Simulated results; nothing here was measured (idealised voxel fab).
Presented below is a process module, voxel released beams.
In the cross-section labelled cut, the width is 275 nm and each square cell is 5 nm.
We lay out every cross-section as a grid of square cells and spell it out in bands from the top down, where one band means one or more rows of cells. Within each band entry, the heights of the top and of the bottom of the band appear first, in that order and in nm; the materials of the band then follow from left to right, each with its corresponding width in nm. The designation "throughout" on a single material indicates that it fills the band from edge to edge; the designation "blank" indicates empty space. We count height from 0. Below that, the starting wafer is all one material. The lowest band never ends at the bottom but goes on down; see "z 0 and below" for how that is written. Note: "30->40" means the width goes from the first number (top row of the band) to the second number (bottom row) in equal steps per row of cells. "nothing got changed" for a step: no cell of the cross-section changed in that step. Empty spaces counting at least 8 cells and having no open way to the top are listed in "Encapsulated voids". The notation width x height at distance is used for each, the distance being from the left edge and all three values in nm. On each step's line, the part that comes after the settings is the simulator's own comment on the step. overlay nm, on a step with a mask: how far to the right of its planned place the mask lay; to the left if negative.

Here's what the planned process steps look like
1 RECEIVE, material Si
2 CONFORMAL_DEP, material SiN, thk nm 10
3 DIRECTIONAL_DEP, material SiO2, thk nm 20
4 DIRECTIONAL_DEP, material aC, thk nm 15
5 PATTERN, tone open, mask id ANCHOR, material resist, width nm 30, thk nm 35, overlay nm 0
6 DIRECTIONAL_ETCH, etch materials aC, depth nm 15
7 STRIP, etch materials resist
8 DIRECTIONAL_ETCH, etch materials SiO2, depth nm 20
9 STRIP, etch materials aC
10 CONFORMAL_DEP, material TiN, thk nm 10
11 PATTERN, tone cover, mask id BEAM, material resist, width nm 75, thk nm 15, overlay nm 0
12 DIRECTIONAL_ETCH, etch materials TiN, depth nm 10
13 STRIP, etch materials resist
14 STRIP, etch materials SiO2

The following pertains to the first of two wafers, which was processed as planned

As-received state of the wafer in cross-section, equivalent to post-step 1
z 0 and below: Si throughout
Encapsulated voids: none

Take a look at the wafer's cross-section after step 2
z 10 to 0: SiN throughout
Below a height of 0, the structure has not been altered.

Take a look at the wafer's cross-section after step 3
z 30 to 10: SiO2 throughout
Below a height of 10, the structure has not been altered.

Take a look at the wafer's cross-section after step 4
z 45 to 30: aC throughout
Below a height of 30, the structure has not been altered.

Take a look at the wafer's cross-section after step 5
z 80 to 45: resist: 100 / blank: 30 / resist: 145
Below a height of 45, the structure has not been altered.

Take a look at the wafer's cross-section after step 6
z 65 to 45: resist: 100 / blank: 30 / resist: 145
z 45 to 30: aC: 100 / blank: 30 / aC: 145
Below a height of 30, the structure has not been altered.

Take a look at the wafer's cross-section after step 7
z 45 to 30: aC: 100 / blank: 30 / aC: 145
Below a height of 30, the structure has not been altered.

Take a look at the wafer's cross-section after step 8
z 45 to 30: aC: 100 / blank: 30 / aC: 145
z 30 to 10: SiO2: 100 / blank: 30 / SiO2: 145
Below a height of 10, the structure has not been altered.

Take a look at the wafer's cross-section after step 9
z 30 to 10: SiO2: 100 / blank: 30 / SiO2: 145
Below a height of 10, the structure has not been altered.

Take a look at the wafer's cross-section after step 10
z 40 to 30: TiN: 110 / blank: 10 / TiN: 155
z 30 to 20: SiO2: 100 / TiN: 10 / blank: 10 / TiN: 10 / SiO2: 145
z 20 to 10: SiO2: 100 / TiN: 30 / SiO2: 145
Below a height of 10, the structure has not been altered.

Take a look at the wafer's cross-section after step 11
z 55 to 40: blank: 95 / resist: 75 / blank: 105
z 40 to 30: TiN: 110 / resist: 10 / TiN: 155
z 30 to 20: SiO2: 100 / TiN: 10 / resist: 10 / TiN: 10 / SiO2: 145
Below a height of 20, the structure has not been altered.

Take a look at the wafer's cross-section after step 12
z 55 to 40: blank: 95 / resist: 75 / blank: 105
z 40 to 30: blank: 95 / TiN: 15 / resist: 10 / TiN: 50 / blank: 105
Below a height of 30, the structure has not been altered.

Take a look at the wafer's cross-section after step 13
z 40 to 30: blank: 95 / TiN: 15 / blank: 10 / TiN: 50 / blank: 105
z 30 to 20: SiO2: 100 / TiN: 10 / blank: 10 / TiN: 10 / SiO2: 145
Below a height of 20, the structure has not been altered.

Take a look at the wafer's cross-section after step 14
z 40 to 30: blank: 95 / TiN: 15 / blank: 10 / TiN: 50 / blank: 105
z 30 to 20: blank: 100 / TiN: 10 / blank: 10 / TiN: 10 / blank: 145
z 20 to 10: blank: 100 / TiN: 30 / blank: 145
Below a height of 10, the structure has not been altered.

Wafer two of two - same starting point, same process plan, one mistake in execution; matches wafer one up to and including step 4

The second wafer in cross-section, at the planned close of step 5
z 80 to 45: blank: 100 / resist: 30 / blank: 145
Below a height of 45, the structure has not been altered.

The second wafer in cross-section, at the planned close of step 6
z 65 to 45: blank: 100 / resist: 30 / blank: 145
z 45 to 30: blank: 100 / aC: 30 / blank: 145
Below a height of 30, the structure has not been altered.

The second wafer in cross-section, at the planned close of step 7
z 45 to 30: blank: 100 / aC: 30 / blank: 145
Below a height of 30, the structure has not been altered.

The second wafer in cross-section, at the planned close of step 8
z 45 to 30: blank: 100 / aC: 30 / blank: 145
z 30 to 10: blank: 100 / SiO2: 30 / blank: 145
Below a height of 10, the structure has not been altered.

The second wafer in cross-section, at the planned close of step 9
z 30 to 10: blank: 100 / SiO2: 30 / blank: 145
Below a height of 10, the structure has not been altered.

The second wafer in cross-section, at the planned close of step 10
z 40 to 30: blank: 90 / TiN: 50 / blank: 135
z 30 to 20: blank: 90 / TiN: 10 / SiO2: 30 / TiN: 10 / blank: 135
z 20 to 10: TiN: 100 / SiO2: 30 / TiN: 145
Below a height of 10, the structure has not been altered.

The second wafer in cross-section, at the planned close of step 11
z 55 to 40: blank: 95 / resist: 75 / blank: 105
z 40 to 30: blank: 90 / TiN: 50 / resist: 30 / blank: 105
z 30 to 20: blank: 90 / TiN: 10 / SiO2: 30 / TiN: 10 / resist: 30 / blank: 105
Below a height of 20, the structure has not been altered.

The second wafer in cross-section, at the planned close of step 12
z 55 to 40: blank: 95 / resist: 75 / blank: 105
z 40 to 30: blank: 95 / TiN: 45 / resist: 30 / blank: 105
z 30 to 20: blank: 90 / TiN: 10 / SiO2: 30 / TiN: 10 / resist: 30 / blank: 105
z 20 to 10: blank: 90 / TiN: 10 / SiO2: 30 / TiN: 40 / blank: 105
Below a height of 10, the structure has not been altered.

The second wafer in cross-section, at the planned close of step 13
z 40 to 30: blank: 95 / TiN: 45 / blank: 135
z 30 to 20: blank: 90 / TiN: 10 / SiO2: 30 / TiN: 10 / blank: 135
Below a height of 20, the structure has not been altered.

The second wafer in cross-section, at the planned close of step 14: nothing got changed
Here's what went sideways: planned and actual differ for step 5; actual: PATTERN, tone cover, mask id ANCHOR, material resist, width nm 30, thk nm 35, overlay nm 0
Looking at both finished wafers in cells, the second ends up ahead of or behind the first on some materials: SiO2: 24 more
